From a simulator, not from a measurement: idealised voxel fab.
Process module heading - voxel self aligned contacts
Pictured: cross-section cut, 285 nm wide, on a grid of 5 nm square cells.
Cross-sections here: square-cell grids, written as top-down lists of bands, a band being one or more rows of cells. Each band's line starts with the height of the band's top and of its bottom, in nm. Then come its materials from left to right, each with its width in nm. One material with "throughout" fills the band from edge to edge. "air" is empty space. Basically, 0 is our baseline, since under it the wafer straight out of the box is all one material. The bottom band has no lower end and keeps on going down, so it looks like "z 0 and below". Top row gets the first number, bottom row gets the second, and each row in between changes by the same step: that is how a band width like "30 to 40" works. For the purposes of this document, the phrase "nothing different" attached to a step denotes that no cell within the cross-section was modified by that step. Basically, "Enclosed cavities" tells you about the enclosed voids: empty spaces with no open way to the top, 8 cells or bigger, each written width x height at distance, where distance is from the left edge, all in nm. Past the settings on a step's line: simulator remark, on that step. You can add "overlay nm" to a step's line. For a step with a mask, it describes how far the mask lay to the right of its planned position, and a negative number describes a lay to the left. If you're wondering how to read the rest of this, here's the deal. It's pairs of cross-sections: one from before a process step, one from after it. The after one is only drawn as far down as the lowest band that changed. Right under each pair you'll see which step sits between them and what its settings were. Don't read the pairs as one continuous story, though. They can come from different runs of this module on the same starting wafer, and a pair only carries on from the one above it where its entry headed "Ex-ante state" says so.
## Ex-ante state
  z 0 and below: Si throughout
  Enclosed cavities: none
## Post-Step Appearance
  z 0 to -5: SiO2 throughout
  Everything below -5 is unchanged.
  Enclosed cavities: none
Connecting step for the cross-sections above: op OXIDIZE | depth nm 5
Ex-ante state: = after-state of the pair above.
## Post-Step Appearance
  z 30 to 0: polySi throughout
  Everything below 0 is unchanged.
  Enclosed cavities: none
Connecting step for the cross-sections above: op DIRECTIONAL_DEP | material polySi | thk nm 30
Ex-ante state: = after-state of the pair above.
## Post-Step Appearance
  z 50 to 30: SiN throughout
  Everything below 30 is unchanged.
  Enclosed cavities: none
Connecting step for the cross-sections above: op DIRECTIONAL_DEP | material SiN | thk nm 20
Ex-ante state: = after-state of the pair above.
## Post-Step Appearance
  z 50 to 30: air: 100, SiN: 25, air: 35, SiN: 25, air: 100
  Everything below 30 is unchanged.
  Enclosed cavities: none
Connecting step for the cross-sections above: op MASKED_ETCH | tone cover | mask id GATE | width nm 25 | pitch nm 60 | etch materials SiN | depth nm 20 | overlay nm 0
Ex-ante state: = after-state of the pair above.
## Post-Step Appearance
  z 50 to 30: air: 100, SiN: 25, air: 35, SiN: 25, air: 100
  z 30 to 0: air: 100, polySi: 25, air: 35, polySi: 25, air: 100
  Everything below 0 is unchanged.
  Enclosed cavities: none
Connecting step for the cross-sections above: op MASKED_ETCH | tone cover | mask id GATE | width nm 25 | pitch nm 60 | etch materials polySi | depth nm 30 | overlay nm 0
Ex-ante state: = after-state of the pair above.
## Post-Step Appearance
  z 55 to 30: air: 95, SiN: 35, air: 25, SiN: 35, air: 95
  z 30 to 5: air: 95, SiN: 5, polySi: 25, SiN: 5, air: 25, SiN: 5, polySi: 25, SiN: 5, air: 95
  z 5 to 0: SiN: 100, polySi: 25, SiN: 35, polySi: 25, SiN: 100
  Everything below 0 is unchanged.
  Enclosed cavities: none
Connecting step for the cross-sections above: op CONFORMAL_DEP | material SiN | thk nm 5
Ex-ante state: = after-state of the pair above.
## Post-Step Appearance
  z 50 to 30: air: 95, SiN: 35, air: 25, SiN: 35, air: 95
  z 30 to 0: air: 95, SiN: 5, polySi: 25, SiN: 5, air: 25, SiN: 5, polySi: 25, SiN: 5, air: 95
  Everything below 0 is unchanged.
  Enclosed cavities: none
Connecting step for the cross-sections above: op DIRECTIONAL_ETCH | etch materials SiN | depth nm 5
Ex-ante state: = after-state of the pair above.
## Post-Step Appearance
  z 65 to 50: SiO2 throughout
  z 50 to 30: SiO2: 95, SiN: 35, SiO2: 25, SiN: 35, SiO2: 95
  z 30 to 0: SiO2: 95, SiN: 5, polySi: 25, SiN: 5, SiO2: 25, SiN: 5, polySi: 25, SiN: 5, SiO2: 95
  Everything below 0 is unchanged.
  Enclosed cavities: none
Connecting step for the cross-sections above: op FILL_DEP | material SiO2 | thk nm 15
Ex-ante state: = after-state of the pair above.
## Post-Step Appearance
  z 60 to 50: SiO2 throughout
  Everything below 50 is unchanged.
  Enclosed cavities: none
Connecting step for the cross-sections above: op CMP | height nm 60
Ex-ante state: = after-state of the pair above.
## Post-Step Appearance
  z 70 to 60: aC throughout
  Everything below 60 is unchanged.
  Enclosed cavities: none
Connecting step for the cross-sections above: op DIRECTIONAL_DEP | material aC | thk nm 10
Ex-ante state: = after-state of the pair above.
## Post-Step Appearance
  z 100 to 70: resist: 120, air: 45, resist: 120
  Everything below 70 is unchanged.
  Enclosed cavities: none
Connecting step for the cross-sections above: op PATTERN | tone open | mask id CONTACT | material resist | width nm 45 | thk nm 30 | overlay nm 0
Ex-ante state: = after-state of the pair above.
## Post-Step Appearance
  z 90 to 70: resist: 120, air: 45, resist: 120
  z 70 to 60: aC: 120, air: 45, aC: 120
  Everything below 60 is unchanged.
  Enclosed cavities: none
Connecting step for the cross-sections above: op DIRECTIONAL_ETCH | etch materials aC | depth nm 10
Ex-ante state: = after-state of the pair above.
## Post-Step Appearance
  z 70 to 60: aC: 120, air: 45, aC: 120
  Everything below 60 is unchanged.
  Enclosed cavities: none
Connecting step for the cross-sections above: op STRIP | etch materials resist
Ex-ante state: = after-state of the pair above.
## Post-Step Appearance
  z 70 to 60: aC: 120, air: 45, aC: 120
  z 60 to 50: SiO2: 120, air: 45, SiO2: 120
  z 50 to 30: SiO2: 95, SiN: 35, air: 25, SiN: 35, SiO2: 95
  z 30 to 0: SiO2: 95, SiN: 5, polySi: 25, SiN: 5, air: 25, SiN: 5, polySi: 25, SiN: 5, SiO2: 95
  z 0 to -5: SiO2: 130, air: 25, SiO2: 130
  Everything below -5 is unchanged.
  Enclosed cavities: none
Connecting step for the cross-sections above: op DIRECTIONAL_ETCH | etch materials SiO2 | depth nm 65
Ex-ante state: = after-state of the pair above.
## Post-Step Appearance
  z 60 to 50: SiO2: 120, air: 45, SiO2: 120
  Everything below 50 is unchanged.
  Enclosed cavities: none
Connecting step for the cross-sections above: op STRIP | etch materials aC
Ex-ante state: = after-state of the pair above.
## Post-Step Appearance
  z 65 to 60: TiN: 125, air: 35, TiN: 125
  z 60 to 50: SiO2: 120, TiN: 5 to 15, air: 35 to 15, TiN: 5 to 15, SiO2: 120
  z 50 to 30: SiO2: 95, SiN: 35, TiN: 5, air: 15, TiN: 5, SiN: 35, SiO2: 95
  z 30 to 0: SiO2: 95, SiN: 5, polySi: 25, SiN: 5, TiN: 5, air: 15, TiN: 5, SiN: 5, polySi: 25, SiN: 5, SiO2: 95
  z 0 to -5: SiO2: 130, TiN: 25, SiO2: 130
  Everything below -5 is unchanged.
  Enclosed cavities: none
Connecting step for the cross-sections above: op CONFORMAL_DEP | material TiN | thk nm 5
Ex-ante state: = after-state of the pair above.
## Post-Step Appearance
  z 75 to 65: W throughout
  z 65 to 60: TiN: 125, W: 35, TiN: 125
  z 60 to 50: SiO2: 120, TiN: 5 to 15, W: 35 to 15, TiN: 5 to 15, SiO2: 120
  z 50 to 30: SiO2: 95, SiN: 35, TiN: 5, W: 15, TiN: 5, SiN: 35, SiO2: 95
  z 30 to 0: SiO2: 95, SiN: 5, polySi: 25, SiN: 5, TiN: 5, W: 15, TiN: 5, SiN: 5, polySi: 25, SiN: 5, SiO2: 95
  Everything below 0 is unchanged.
  Enclosed cavities: none
Connecting step for the cross-sections above: op FILL_DEP | material W | thk nm 10
Ex-ante state: = after-state of the pair above.
## Post-Step Appearance
  z 60 to 50: SiO2: 120, TiN: 5 to 15, W: 35 to 15, TiN: 5 to 15, SiO2: 120
  Everything below 50 is unchanged.
  Enclosed cavities: none
Connecting step for the cross-sections above: op CMP | height nm 60
Ex-ante state: = after-state of the pair above.
## Post-Step Appearance
  z 65 to 60: SiCN throughout
  Everything below 60 is unchanged.
  Enclosed cavities: none
Connecting step for the cross-sections above: op CONFORMAL_DEP | material SiCN | thk nm 5
## Ex-ante state
  z 0 and below: Si throughout
  Enclosed cavities: none
## Post-Step Appearance
  z 30 to 0: polySi throughout
  Everything below 0 is unchanged.
  Enclosed cavities: none
Connecting step for the cross-sections above: op DIRECTIONAL_DEP | material polySi | thk nm 30
Ex-ante state: = after-state of the pair above.
## Post-Step Appearance
  z 50 to 30: SiN throughout
  Everything below 30 is unchanged.
  Enclosed cavities: none
Connecting step for the cross-sections above: op DIRECTIONAL_DEP | material SiN | thk nm 20
Ex-ante state: = after-state of the pair above.
## Post-Step Appearance
  z 50 to 30: air: 100, SiN: 25, air: 35, SiN: 25, air: 100
  Everything below 30 is unchanged.
  Enclosed cavities: none
Connecting step for the cross-sections above: op MASKED_ETCH | tone cover | mask id GATE | width nm 25 | pitch nm 60 | etch materials SiN | depth nm 20 | overlay nm 0
Ex-ante state: = after-state of the pair above.
## Post-Step Appearance
  z 50 to 30: air: 100, SiN: 25, air: 35, SiN: 25, air: 100
  z 30 to 0: air: 100, polySi: 25, air: 35, polySi: 25, air: 100
  Everything below 0 is unchanged.
  Enclosed cavities: none
Connecting step for the cross-sections above: op MASKED_ETCH | tone cover | mask id GATE | width nm 25 | pitch nm 60 | etch materials polySi | depth nm 30 | overlay nm 0
Ex-ante state: = after-state of the pair above.
## Post-Step Appearance
  z 55 to 30: air: 95, SiN: 35, air: 25, SiN: 35, air: 95
  z 30 to 5: air: 95, SiN: 5, polySi: 25, SiN: 5, air: 25, SiN: 5, polySi: 25, SiN: 5, air: 95
  z 5 to 0: SiN: 100, polySi: 25, SiN: 35, polySi: 25, SiN: 100
  Everything below 0 is unchanged.
  Enclosed cavities: none
Connecting step for the cross-sections above: op CONFORMAL_DEP | material SiN | thk nm 5
Ex-ante state: = after-state of the pair above.
## Post-Step Appearance
  z 50 to 30: air: 95, SiN: 35, air: 25, SiN: 35, air: 95
  z 30 to 0: air: 95, SiN: 5, polySi: 25, SiN: 5, air: 25, SiN: 5, polySi: 25, SiN: 5, air: 95
  Everything below 0 is unchanged.
  Enclosed cavities: none
Connecting step for the cross-sections above: op DIRECTIONAL_ETCH | etch materials SiN | depth nm 5
Ex-ante state: = after-state of the pair above.
## Post-Step Appearance
  z 65 to 50: SiO2 throughout
  z 50 to 30: SiO2: 95, SiN: 35, SiO2: 25, SiN: 35, SiO2: 95
  z 30 to 0: SiO2: 95, SiN: 5, polySi: 25, SiN: 5, SiO2: 25, SiN: 5, polySi: 25, SiN: 5, SiO2: 95
  Everything below 0 is unchanged.
  Enclosed cavities: none
Connecting step for the cross-sections above: op FILL_DEP | material SiO2 | thk nm 15
Ex-ante state: = after-state of the pair above.
## Post-Step Appearance
  z 60 to 50: SiO2 throughout
  Everything below 50 is unchanged.
  Enclosed cavities: none
Connecting step for the cross-sections above: op CMP | height nm 60
Ex-ante state: = after-state of the pair above.
## Post-Step Appearance
  z 70 to 60: aC throughout
  Everything below 60 is unchanged.
  Enclosed cavities: none
Connecting step for the cross-sections above: op DIRECTIONAL_DEP | material aC | thk nm 10
Ex-ante state: = after-state of the pair above.
## Post-Step Appearance
  z 100 to 70: resist: 120, air: 45, resist: 120
  Everything below 70 is unchanged.
  Enclosed cavities: none
Connecting step for the cross-sections above: op PATTERN | tone open | mask id CONTACT | material resist | width nm 45 | thk nm 30 | overlay nm 0
Ex-ante state: = after-state of the pair above.
## Post-Step Appearance
  z 90 to 70: resist: 120, air: 45, resist: 120
  z 70 to 60: aC: 120, air: 45, aC: 120
  Everything below 60 is unchanged.
  Enclosed cavities: none
Connecting step for the cross-sections above: op DIRECTIONAL_ETCH | etch materials aC | depth nm 10
Ex-ante state: = after-state of the pair above.
## Post-Step Appearance
  z 70 to 60: aC: 120, air: 45, aC: 120
  Everything below 60 is unchanged.
  Enclosed cavities: none
Connecting step for the cross-sections above: op STRIP | etch materials resist
Ex-ante state: = after-state of the pair above.
## Post-Step Appearance
  z 70 to 60: aC: 120, air: 45, aC: 120
  z 60 to 50: SiO2: 120, air: 45, SiO2: 120
  z 50 to 30: SiO2: 95, SiN: 35, air: 25, SiN: 35, SiO2: 95
  z 30 to 0: SiO2: 95, SiN: 5, polySi: 25, SiN: 5, air: 25, SiN: 5, polySi: 25, SiN: 5, SiO2: 95
  Everything below 0 is unchanged.
  Enclosed cavities: none
Connecting step for the cross-sections above: op DIRECTIONAL_ETCH | etch materials SiO2 | depth nm 65
Ex-ante state: = after-state of the pair above.
## Post-Step Appearance
  z 60 to 50: SiO2: 120, air: 45, SiO2: 120
  Everything below 50 is unchanged.
  Enclosed cavities: none
Connecting step for the cross-sections above: op STRIP | etch materials aC
Ex-ante state: = after-state of the pair above.
## Post-Step Appearance
  z 65 to 60: TiN: 125, air: 35, TiN: 125
  z 60 to 50: SiO2: 120, TiN: 5 to 15, air: 35 to 15, TiN: 5 to 15, SiO2: 120
  z 50 to 30: SiO2: 95, SiN: 35, TiN: 5, air: 15, TiN: 5, SiN: 35, SiO2: 95
  z 30 to 5: SiO2: 95, SiN: 5, polySi: 25, SiN: 5, TiN: 5, air: 15, TiN: 5, SiN: 5, polySi: 25, SiN: 5, SiO2: 95
  z 5 to 0: SiO2: 95, SiN: 5, polySi: 25, SiN: 5, TiN: 25, SiN: 5, polySi: 25, SiN: 5, SiO2: 95
  Everything below 0 is unchanged.
  Enclosed cavities: none
Connecting step for the cross-sections above: op CONFORMAL_DEP | material TiN | thk nm 5
Ex-ante state: = after-state of the pair above.
## Post-Step Appearance
  z 75 to 65: W throughout
  z 65 to 60: TiN: 125, W: 35, TiN: 125
  z 60 to 50: SiO2: 120, TiN: 5 to 15, W: 35 to 15, TiN: 5 to 15, SiO2: 120
  z 50 to 30: SiO2: 95, SiN: 35, TiN: 5, W: 15, TiN: 5, SiN: 35, SiO2: 95
  z 30 to 5: SiO2: 95, SiN: 5, polySi: 25, SiN: 5, TiN: 5, W: 15, TiN: 5, SiN: 5, polySi: 25, SiN: 5, SiO2: 95
  Everything below 5 is unchanged.
  Enclosed cavities: none
Connecting step for the cross-sections above: op FILL_DEP | material W | thk nm 10
Ex-ante state: = after-state of the pair above.
## Post-Step Appearance
  z 60 to 50: SiO2: 120, TiN: 5 to 15, W: 35 to 15, TiN: 5 to 15, SiO2: 120
  Everything below 50 is unchanged.
  Enclosed cavities: none
Connecting step for the cross-sections above: op CMP | height nm 60
Ex-ante state: = after-state of the pair above.
## Post-Step Appearance
  z 65 to 60: SiCN throughout
  Everything below 60 is unchanged.
  Enclosed cavities: none
Connecting step for the cross-sections above: op CONFORMAL_DEP | material SiCN | thk nm 5
## Ex-ante state
  z 30 to 0: polySi throughout
  z 0 to -5: SiO2 throughout
  z -5 and below: Si throughout
  Enclosed cavities: none
## Post-Step Appearance
  z 60 to 0: polySi throughout
  Everything below 0 is unchanged.
  Enclosed cavities: none
Connecting step for the cross-sections above: op DIRECTIONAL_DEP | material polySi | thk nm 30
Ex-ante state: = after-state of the pair above.
## Post-Step Appearance
  z 80 to 60: SiN throughout
  Everything below 60 is unchanged.
  Enclosed cavities: none
Connecting step for the cross-sections above: op DIRECTIONAL_DEP | material SiN | thk nm 20
Ex-ante state: = after-state of the pair above.
## Post-Step Appearance
  z 80 to 60: air: 100, SiN: 25, air: 35, SiN: 25, air: 100
  Everything below 60 is unchanged.
  Enclosed cavities: none
Connecting step for the cross-sections above: op MASKED_ETCH | tone cover | mask id GATE | width nm 25 | pitch nm 60 | etch materials SiN | depth nm 20 | overlay nm 0
Ex-ante state: = after-state of the pair above.
## Post-Step Appearance
  z 80 to 60: air: 100, SiN: 25, air: 35, SiN: 25, air: 100
  z 60 to 30: air: 100, polySi: 25, air: 35, polySi: 25, air: 100
  Everything below 30 is unchanged.
  Enclosed cavities: none
Connecting step for the cross-sections above: op MASKED_ETCH | tone cover | mask id GATE | width nm 25 | pitch nm 60 | etch materials polySi | depth nm 30 | overlay nm 0
Ex-ante state: = after-state of the pair above.
## Post-Step Appearance
  z 85 to 60: air: 95, SiN: 35, air: 25, SiN: 35, air: 95
  z 60 to 35: air: 95, SiN: 5, polySi: 25, SiN: 5, air: 25, SiN: 5, polySi: 25, SiN: 5, air: 95
  z 35 to 30: SiN: 100, polySi: 25, SiN: 35, polySi: 25, SiN: 100
  Everything below 30 is unchanged.
  Enclosed cavities: none
Connecting step for the cross-sections above: op CONFORMAL_DEP | material SiN | thk nm 5
Ex-ante state: = after-state of the pair above.
## Post-Step Appearance
  z 80 to 60: air: 95, SiN: 35, air: 25, SiN: 35, air: 95
  z 60 to 30: air: 95, SiN: 5, polySi: 25, SiN: 5, air: 25, SiN: 5, polySi: 25, SiN: 5, air: 95
  Everything below 30 is unchanged.
  Enclosed cavities: none
Connecting step for the cross-sections above: op DIRECTIONAL_ETCH | etch materials SiN | depth nm 5
Ex-ante state: = after-state of the pair above.
## Post-Step Appearance
  z 95 to 80: SiO2 throughout
  z 80 to 60: SiO2: 95, SiN: 35, SiO2: 25, SiN: 35, SiO2: 95
  z 60 to 30: SiO2: 95, SiN: 5, polySi: 25, SiN: 5, SiO2: 25, SiN: 5, polySi: 25, SiN: 5, SiO2: 95
  Everything below 30 is unchanged.
  Enclosed cavities: none
Connecting step for the cross-sections above: op FILL_DEP | material SiO2 | thk nm 15
Ex-ante state: = after-state of the pair above.
## Post-Step Appearance
  z 60 to 30: SiO2: 95, SiN: 5, polySi: 25, SiN: 5, SiO2: 25, SiN: 5, polySi: 25, SiN: 5, SiO2: 95
  Everything below 30 is unchanged.
  Enclosed cavities: none
Connecting step for the cross-sections above: op CMP | height nm 60
Ex-ante state: = after-state of the pair above.
## Post-Step Appearance
  z 70 to 60: aC throughout
  Everything below 60 is unchanged.
  Enclosed cavities: none
Connecting step for the cross-sections above: op DIRECTIONAL_DEP | material aC | thk nm 10
Ex-ante state: = after-state of the pair above.
## Post-Step Appearance
  z 100 to 70: resist: 120, air: 45, resist: 120
  Everything below 70 is unchanged.
  Enclosed cavities: none
Connecting step for the cross-sections above: op PATTERN | tone open | mask id CONTACT | material resist | width nm 45 | thk nm 30 | overlay nm 0
Ex-ante state: = after-state of the pair above.
## Post-Step Appearance
  z 90 to 70: resist: 120, air: 45, resist: 120
  z 70 to 60: aC: 120, air: 45, aC: 120
  Everything below 60 is unchanged.
  Enclosed cavities: none
Connecting step for the cross-sections above: op DIRECTIONAL_ETCH | etch materials aC | depth nm 10
Ex-ante state: = after-state of the pair above.
## Post-Step Appearance
  z 70 to 60: aC: 120, air: 45, aC: 120
  Everything below 60 is unchanged.
  Enclosed cavities: none
Connecting step for the cross-sections above: op STRIP | etch materials resist
Ex-ante state: = after-state of the pair above.
## Post-Step Appearance
  z 70 to 60: aC: 120, air: 45, aC: 120
  z 60 to 30: SiO2: 95, SiN: 5, polySi: 25, SiN: 5, air: 25, SiN: 5, polySi: 25, SiN: 5, SiO2: 95
  Everything below 30 is unchanged.
  Enclosed cavities: none
Connecting step for the cross-sections above: op DIRECTIONAL_ETCH | etch materials SiO2 | depth nm 65
Ex-ante state: = after-state of the pair above.
## Post-Step Appearance
  z 60 to 30: SiO2: 95, SiN: 5, polySi: 25, SiN: 5, air: 25, SiN: 5, polySi: 25, SiN: 5, SiO2: 95
  Everything below 30 is unchanged.
  Enclosed cavities: none
Connecting step for the cross-sections above: op STRIP | etch materials aC
Ex-ante state: = after-state of the pair above.
## Post-Step Appearance
  z 65 to 60: TiN: 135, air: 15, TiN: 135
  z 60 to 35: SiO2: 95, SiN: 5, polySi: 25, SiN: 5, TiN: 5, air: 15, TiN: 5, SiN: 5, polySi: 25, SiN: 5, SiO2: 95
  z 35 to 30: SiO2: 95, SiN: 5, polySi: 25, SiN: 5, TiN: 25, SiN: 5, polySi: 25, SiN: 5, SiO2: 95
  Everything below 30 is unchanged.
  Enclosed cavities: none
Connecting step for the cross-sections above: op CONFORMAL_DEP | material TiN | thk nm 5
Ex-ante state: = after-state of the pair above.
## Post-Step Appearance
  z 75 to 65: W throughout
  z 65 to 60: TiN: 135, W: 15, TiN: 135
  z 60 to 35: SiO2: 95, SiN: 5, polySi: 25, SiN: 5, TiN: 5, W: 15, TiN: 5, SiN: 5, polySi: 25, SiN: 5, SiO2: 95
  Everything below 35 is unchanged.
  Enclosed cavities: none
Connecting step for the cross-sections above: op FILL_DEP | material W | thk nm 10
Ex-ante state: = after-state of the pair above.
## Post-Step Appearance
  z 60 to 35: SiO2: 95, SiN: 5, polySi: 25, SiN: 5, TiN: 5, W: 15, TiN: 5, SiN: 5, polySi: 25, SiN: 5, SiO2: 95
  Everything below 35 is unchanged.
  Enclosed cavities: none
Connecting step for the cross-sections above: op CMP | height nm 60
Ex-ante state: = after-state of the pair above.
## Post-Step Appearance
  z 65 to 60: SiCN throughout
  Everything below 60 is unchanged.
  Enclosed cavities: none
Connecting step for the cross-sections above: op CONFORMAL_DEP | material SiCN | thk nm 5
## Ex-ante state
  z 30 to 0: polySi throughout
  z 0 and below: Si throughout
  Enclosed cavities: none
## Post-Step Appearance
  z 30 to 25: SiO2 throughout
  Everything below 25 is unchanged.
  Enclosed cavities: none
Connecting step for the cross-sections above: op OXIDIZE | depth nm 5
Ex-ante state: = after-state of the pair above.
## Post-Step Appearance
  z 50 to 30: SiN throughout
  Everything below 30 is unchanged.
  Enclosed cavities: none
Connecting step for the cross-sections above: op DIRECTIONAL_DEP | material SiN | thk nm 20
Ex-ante state: = after-state of the pair above.
## Post-Step Appearance
  z 50 to 30: air: 100, SiN: 25, air: 35, SiN: 25, air: 100
  Everything below 30 is unchanged.
  Enclosed cavities: none
Connecting step for the cross-sections above: op MASKED_ETCH | tone cover | mask id GATE | width nm 25 | pitch nm 60 | etch materials SiN | depth nm 20 | overlay nm 0
Ex-ante state: = after-state of the pair above.
## Post-Step Appearance
  z 55 to 35: air: 95, SiN: 35, air: 25, SiN: 35, air: 95
  z 35 to 30: SiN throughout
  Everything below 30 is unchanged.
  Enclosed cavities: none
Connecting step for the cross-sections above: op CONFORMAL_DEP | material SiN | thk nm 5
Ex-ante state: = after-state of the pair above.
## Post-Step Appearance
  z 50 to 30: air: 95, SiN: 35, air: 25, SiN: 35, air: 95
  Everything below 30 is unchanged.
  Enclosed cavities: none
Connecting step for the cross-sections above: op DIRECTIONAL_ETCH | etch materials SiN | depth nm 5
Ex-ante state: = after-state of the pair above.
## Post-Step Appearance
  z 65 to 50: SiO2 throughout
  z 50 to 30: SiO2: 95, SiN: 35, SiO2: 25, SiN: 35, SiO2: 95
  Everything below 30 is unchanged.
  Enclosed cavities: none
Connecting step for the cross-sections above: op FILL_DEP | material SiO2 | thk nm 15
Ex-ante state: = after-state of the pair above.
## Post-Step Appearance
  z 60 to 50: SiO2 throughout
  Everything below 50 is unchanged.
  Enclosed cavities: none
Connecting step for the cross-sections above: op CMP | height nm 60
Ex-ante state: = after-state of the pair above.
## Post-Step Appearance
  z 70 to 60: aC throughout
  Everything below 60 is unchanged.
  Enclosed cavities: none
Connecting step for the cross-sections above: op DIRECTIONAL_DEP | material aC | thk nm 10
Ex-ante state: = after-state of the pair above.
## Post-Step Appearance
  z 100 to 70: resist: 120, air: 45, resist: 120
  Everything below 70 is unchanged.
  Enclosed cavities: none
Connecting step for the cross-sections above: op PATTERN | tone open | mask id CONTACT | material resist | width nm 45 | thk nm 30 | overlay nm 0
Ex-ante state: = after-state of the pair above.
## Post-Step Appearance
  z 90 to 70: resist: 120, air: 45, resist: 120
  z 70 to 60: aC: 120, air: 45, aC: 120
  Everything below 60 is unchanged.
  Enclosed cavities: none
Connecting step for the cross-sections above: op DIRECTIONAL_ETCH | etch materials aC | depth nm 10
Ex-ante state: = after-state of the pair above.
## Post-Step Appearance
  z 70 to 60: aC: 120, air: 45, aC: 120
  Everything below 60 is unchanged.
  Enclosed cavities: none
Connecting step for the cross-sections above: op STRIP | etch materials resist
Ex-ante state: = after-state of the pair above.
## Post-Step Appearance
  z 70 to 60: aC: 120, air: 45, aC: 120
  z 60 to 50: SiO2: 120, air: 45, SiO2: 120
  z 50 to 30: SiO2: 95, SiN: 35, air: 25, SiN: 35, SiO2: 95
  z 30 to 25: SiO2: 130, air: 25, SiO2: 130
  Everything below 25 is unchanged.
  Enclosed cavities: none
Connecting step for the cross-sections above: op DIRECTIONAL_ETCH | etch materials SiO2 | depth nm 65
Ex-ante state: = after-state of the pair above.
## Post-Step Appearance
  z 60 to 50: SiO2: 120, air: 45, SiO2: 120
  Everything below 50 is unchanged.
  Enclosed cavities: none
Connecting step for the cross-sections above: op STRIP | etch materials aC
Ex-ante state: = after-state of the pair above.
## Post-Step Appearance
  z 65 to 60: TiN: 125, air: 35, TiN: 125
  z 60 to 50: SiO2: 120, TiN: 5 to 15, air: 35 to 15, TiN: 5 to 15, SiO2: 120
  z 50 to 30: SiO2: 95, SiN: 35, TiN: 5, air: 15, TiN: 5, SiN: 35, SiO2: 95
  z 30 to 25: SiO2: 130, TiN: 25, SiO2: 130
  Everything below 25 is unchanged.
  Enclosed cavities: none
Connecting step for the cross-sections above: op CONFORMAL_DEP | material TiN | thk nm 5
Ex-ante state: = after-state of the pair above.
## Post-Step Appearance
  z 75 to 65: W throughout
  z 65 to 60: TiN: 125, W: 35, TiN: 125
  z 60 to 50: SiO2: 120, TiN: 5 to 15, W: 35 to 15, TiN: 5 to 15, SiO2: 120
  z 50 to 30: SiO2: 95, SiN: 35, TiN: 5, W: 15, TiN: 5, SiN: 35, SiO2: 95
  Everything below 30 is unchanged.
  Enclosed cavities: none
Connecting step for the cross-sections above: op FILL_DEP | material W | thk nm 10
Ex-ante state: = after-state of the pair above.
## Post-Step Appearance
  z 60 to 50: SiO2: 120, TiN: 5 to 15, W: 35 to 15, TiN: 5 to 15, SiO2: 120
  Everything below 50 is unchanged.
  Enclosed cavities: none
Connecting step for the cross-sections above: op CMP | height nm 60
Ex-ante state: = after-state of the pair above.
## Post-Step Appearance
  z 65 to 60: SiCN throughout
  Everything below 60 is unchanged.
  Enclosed cavities: none
Connecting step for the cross-sections above: op CONFORMAL_DEP | material SiCN | thk nm 5
## Ex-ante state
  z 50 to 30: air: 100, SiN: 25, air: 35, SiN: 25, air: 100
  z 30 to 0: polySi throughout
  z 0 to -5: SiO2 throughout
  z -5 and below: Si throughout
  Enclosed cavities: none
## Post-Step Appearance
  z 50 to 30: air: 100, SiN: 25, air: 35, SiN: 25, air: 100
  z 30 to 10: air: 100, polySi: 25, air: 35, polySi: 25, air: 100
  Everything below 10 is unchanged.
  Enclosed cavities: none
Connecting step for the cross-sections above: op MASKED_ETCH | tone cover | mask id GATE | width nm 25 | pitch nm 60 | etch materials polySi | depth nm 20 | overlay nm 0
Ex-ante state: = after-state of the pair above.
## Post-Step Appearance
  z 55 to 30: air: 95, SiN: 35, air: 25, SiN: 35, air: 95
  z 30 to 15: air: 95, SiN: 5, polySi: 25, SiN: 5, air: 25, SiN: 5, polySi: 25, SiN: 5, air: 95
  z 15 to 10: SiN: 100, polySi: 25, SiN: 35, polySi: 25, SiN: 100
  Everything below 10 is unchanged.
  Enclosed cavities: none
Connecting step for the cross-sections above: op CONFORMAL_DEP | material SiN | thk nm 5
Ex-ante state: = after-state of the pair above.
## Post-Step Appearance
  z 50 to 30: air: 95, SiN: 35, air: 25, SiN: 35, air: 95
  z 30 to 10: air: 95, SiN: 5, polySi: 25, SiN: 5, air: 25, SiN: 5, polySi: 25, SiN: 5, air: 95
  Everything below 10 is unchanged.
  Enclosed cavities: none
Connecting step for the cross-sections above: op DIRECTIONAL_ETCH | etch materials SiN | depth nm 5
Ex-ante state: = after-state of the pair above.
## Post-Step Appearance
  z 65 to 50: SiO2 throughout
  z 50 to 30: SiO2: 95, SiN: 35, SiO2: 25, SiN: 35, SiO2: 95
  z 30 to 10: SiO2: 95, SiN: 5, polySi: 25, SiN: 5, SiO2: 25, SiN: 5, polySi: 25, SiN: 5, SiO2: 95
  Everything below 10 is unchanged.
  Enclosed cavities: none
Connecting step for the cross-sections above: op FILL_DEP | material SiO2 | thk nm 15
Ex-ante state: = after-state of the pair above.
## Post-Step Appearance
  z 60 to 50: SiO2 throughout
  Everything below 50 is unchanged.
  Enclosed cavities: none
Connecting step for the cross-sections above: op CMP | height nm 60
Ex-ante state: = after-state of the pair above.
## Post-Step Appearance
  z 70 to 60: aC throughout
  Everything below 60 is unchanged.
  Enclosed cavities: none
Connecting step for the cross-sections above: op DIRECTIONAL_DEP | material aC | thk nm 10
Ex-ante state: = after-state of the pair above.
## Post-Step Appearance
  z 100 to 70: resist: 120, air: 45, resist: 120
  Everything below 70 is unchanged.
  Enclosed cavities: none
Connecting step for the cross-sections above: op PATTERN | tone open | mask id CONTACT | material resist | width nm 45 | thk nm 30 | overlay nm 0
Ex-ante state: = after-state of the pair above.
## Post-Step Appearance
  z 90 to 70: resist: 120, air: 45, resist: 120
  z 70 to 60: aC: 120, air: 45, aC: 120
  Everything below 60 is unchanged.
  Enclosed cavities: none
Connecting step for the cross-sections above: op DIRECTIONAL_ETCH | etch materials aC | depth nm 10
Ex-ante state: = after-state of the pair above.
## Post-Step Appearance
  z 70 to 60: aC: 120, air: 45, aC: 120
  Everything below 60 is unchanged.
  Enclosed cavities: none
Connecting step for the cross-sections above: op STRIP | etch materials resist
Ex-ante state: = after-state of the pair above.
## Post-Step Appearance
  z 70 to 60: aC: 120, air: 45, aC: 120
  z 60 to 50: SiO2: 120, air: 45, SiO2: 120
  z 50 to 30: SiO2: 95, SiN: 35, air: 25, SiN: 35, SiO2: 95
  z 30 to 10: SiO2: 95, SiN: 5, polySi: 25, SiN: 5, air: 25, SiN: 5, polySi: 25, SiN: 5, SiO2: 95
  Everything below 10 is unchanged.
  Enclosed cavities: none
Connecting step for the cross-sections above: op DIRECTIONAL_ETCH | etch materials SiO2 | depth nm 65
Ex-ante state: = after-state of the pair above.
## Post-Step Appearance
  z 60 to 50: SiO2: 120, air: 45, SiO2: 120
  Everything below 50 is unchanged.
  Enclosed cavities: none
Connecting step for the cross-sections above: op STRIP | etch materials aC
